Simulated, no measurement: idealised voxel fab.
Herein follows the process module entitled voxel local oxidation.
295 nm wide, 5 nm square cells: that's cross-section cut.
Cross-section = grid of square cells, listed top down in bands; band = one or more rows. The entry gives the band's vertical extent as a top height and a bottom height in nm, then its horizontal make-up as materials from left to right, each with a width in nm. "empty" stands for empty space; a single material marked "throughout" fills the band edge to edge. Height datum 0, below which the as-received substrate wafer is one material. Lowest band open at the bottom, running downward: "0 nm and below". Note: "30 to 40" means the width goes from the first number (top row of the band) to the second number (bottom row) in equal steps per row of cells. Key: "nothing altered" - step with no changed cell in the cross-section. "Closed void inventory" contains a list of empty spaces, each no smaller than 8 cells and without an open way to the top, written in the form width x height at distance with the distance from the left edge and all three in nm. Formally, on a step line, whatever follows the settings is a remark that the simulator itself makes on the step. The optional step-line setting "overlay nm" applies to steps with a mask and quantifies how far to the right of its planned location the mask lay, a negative value indicating leftward placement.
THIS SECTION LISTS THE PROCESS STEPS THAT WERE PLANNED
| 1 | RECEIVE: material Si |
| 2 | CONFORMAL_DEP: material SiO2, thk nm 5 |
| 3 | CONFORMAL_DEP: material SiN, thk nm 15 |
| 4 | MASKED_ETCH: tone cover, mask id ACTIVE, width nm 100, etch materials SiN, depth nm 15, overlay nm 0 |
| 5 | SELECTIVE_ETCH: etch materials SiO2, depth nm 5 |
| 6 | OXIDIZE: depth nm 10 |
| 7 | STRIP: etch materials SiN |
CONCERNING THE FIRST OF TWO WAFERS, WHICH WAS RUN IN ACCORDANCE WITH THE PLAN
CROSS-SECTION OF THE INCOMING WAFER, STATE AFTER STEP 1
  0 nm and below  Si throughout
  Closed void inventory: none
CROSS-SECTIONAL REPRESENTATION OF THE WAFER AT THE CONCLUSION OF STEP 2
  5 nm to 0 nm  SiO2 throughout
  Note: structure below 0 unchanged.
CROSS-SECTIONAL REPRESENTATION OF THE WAFER AT THE CONCLUSION OF STEP 3
  20 nm to 5 nm  SiN throughout
  Note: structure below 5 unchanged.
CROSS-SECTIONAL REPRESENTATION OF THE WAFER AT THE CONCLUSION OF STEP 4
  20 nm to 5 nm  empty: 95  SiN: 100  empty: 100
  Note: structure below 5 unchanged.
CROSS-SECTIONAL REPRESENTATION OF THE WAFER AT THE CONCLUSION OF STEP 5
  20 nm to 5 nm  empty: 95  SiN: 100  empty: 100
  5 nm to 0 nm  empty: 100  SiO2: 90  empty: 105
  Note: structure below 0 unchanged.
CROSS-SECTIONAL REPRESENTATION OF THE WAFER AT THE CONCLUSION OF STEP 6
  20 nm to 5 nm  empty: 95  SiN: 100  empty: 100
  5 nm to 0 nm  empty: 100  SiO2: 90  empty: 105
  0 nm to -10 nm  SiO2: 110  Si: 70  SiO2: 115
  Note: structure below -10 unchanged.
CROSS-SECTIONAL REPRESENTATION OF THE WAFER AT THE CONCLUSION OF STEP 7
  5 nm to 0 nm  empty: 100  SiO2: 90  empty: 105
  Note: structure below 0 unchanged.
THE SECOND WAFER: IDENTICAL TO THE FIRST AT THE OUTSET AND IN ITS PLANNED SEQUENCE, DIFFERING ONLY IN THAT ONE MISTAKE WAS MADE DURING PROCESSING; UP TO AND INCLUDING STEP 2, ITS PATH IS THE FIRST WAFER'S PATH
WHEN STEP 3 SHOULD HAVE ENDED
  20 nm to 0 nm  SiO2 throughout
  Note: structure below 0 unchanged.
when step 4 should have ended: nothing altered
WHEN STEP 5 SHOULD HAVE ENDED
  15 nm to 0 nm  SiO2 throughout
  Note: structure below 0 unchanged.
when step 6 should have ended: nothing altered
when step 7 should have ended: nothing altered
What was the processing mistake? step 3 changed vs plan, executed as CONFORMAL_DEP: material SiO2, thk nm 15
Wafer comparison, final, in cells, second relative to first, materials more or fewer: +90 Si; +69 SiO2
